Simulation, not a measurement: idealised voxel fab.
process module | voxel lift off
cross-section cut | 205 nm wide | cells 5 nm
A cross-section is a grid of square cells, given in bands from the top down. A band is one or more rows of cells.
Each band's line starts with the height of the band's top and of its bottom, in nm. Then come its materials from left to right, each with its width in nm. One material with "throughout" fills the band from edge to edge. "air" is empty space.
Height 0 is the level under which the wafer as received is all one material. The lowest band goes on downwards, as in "0 down".
A width such as "30 to 40" changes by the same amount from each row of cells to the next, from the band's top row to its bottom row.
"no change" after a step means that no cell of the cross-section changed.
closed voids: empty space of 8 cells or more with no open way to the top, each as width x height at its distance from the left edge, in nm
after a step's settings: what the simulator itself notes on the step
overlay nm, on a step with a mask: how far to the right of its planned place the mask lay; to the left if negative
plan
1 op RECEIVE | material Si
2 op CONFORMAL_DEP | material Al2O3 | thk nm 5
3 op PATTERN | tone open | mask id LINES | material resist | width nm 25 | pitch nm 50 | thk nm 20 | overlay nm 0
4 op DIRECTIONAL_DEP | material Ru | thk nm 5
5 op STRIP | etch materials resist
6 op CONFORMAL_DEP | material SiN | thk nm 10
varied across the wafers: thk nm of step 2. The plan shows the first wafer's value. All wafers start alike
first wafer as received, after step 1
  0 down: Si throughout
  closed voids: none
each wafer at the end: cells of each material gained (+) or lost (-) since it was received, then its closed voids
thk nm 5 | +41 Al2O3 | +10 Ru | +90 SiN | closed voids: none
thk nm 10 | +82 Al2O3 | +10 Ru | +90 SiN | closed voids: none
thk nm 15 | +123 Al2O3 | +10 Ru | +90 SiN | closed voids: none
thk nm 20 | +164 Al2O3 | +10 Ru | +90 SiN | closed voids: none
thk nm 25 | +205 Al2O3 | +10 Ru | +90 SiN | closed voids: none
thk nm 30 | +246 Al2O3 | +10 Ru | +90 SiN | closed voids: none
